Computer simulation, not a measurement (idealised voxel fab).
process module | voxel ribs on slabs
cross-section cut | 140 nm wide | cells 5 nm
A cross-section is a grid of square cells, given in bands from the top down. A band is one or more rows of cells.
Each band's line starts with the height of the band's top and of its bottom, in nm. Then come its materials from left to right, each with its width in nm. One material with "throughout" fills the band from edge to edge. "air" is empty space.
Height 0 is the level under which the wafer as received is all one material. The lowest band goes on downwards, as in "0 down".
A width such as "30 to 40" changes by the same amount from each row of cells to the next, from the band's top row to its bottom row.
"no change" after a step means that no cell of the cross-section changed.
closed voids: empty space of 8 cells or more with no open way to the top, each as width x height at its distance from the left edge, in nm
after a step's settings: what the simulator itself notes on the step
overlay nm, on a step with a mask: how far to the right of its planned place the mask lay; to the left if negative
plan
1 op RECEIVE | material Si
2 op DIRECTIONAL_DEP | material SiO2 | thk nm 20
3 op DIRECTIONAL_DEP | material polySi | thk nm 20
4 op PATTERN | tone cover | mask id RIB | material resist | width nm 30 | thk nm 20 | overlay nm 0
5 op DIRECTIONAL_ETCH | etch materials polySi | depth nm 15
6 op STRIP | etch materials resist
7 op DIRECTIONAL_DEP | material aC | thk nm 15
8 op PATTERN | tone cover | mask id SLAB | material resist | width nm 60 | thk nm 35 | overlay nm 0
9 op DIRECTIONAL_ETCH | etch materials aC | depth nm 15
10 op STRIP | etch materials resist
11 op DIRECTIONAL_ETCH | etch materials polySi | depth nm 5
12 op STRIP | etch materials aC
13 op FILL_DEP | material SiO2 | thk nm 15
14 op CMP | height nm 50
15 op DIRECTIONAL_DEP | material TiN | thk nm 5
16 op MASKED_ETCH | tone cover | mask id HEATER | width nm 40 | etch materials TiN | depth nm 5 | overlay nm 0
17 op CONFORMAL_DEP | material SiO2 | thk nm 5
as received, after step 1
  0 down: Si throughout
  closed voids: none
a wafer at the end: this start, this plan, one mistake
  60 to 55: air 45 | SiO2 50 | air 45
  55 to 50: SiO2 50 | TiN 40 | SiO2 50
  50 to 20: SiO2 throughout
  20 to 0: polySi throughout
  0 down: Si throughout
  closed voids: none
what went wrong: steps 2 and 3 were swapped
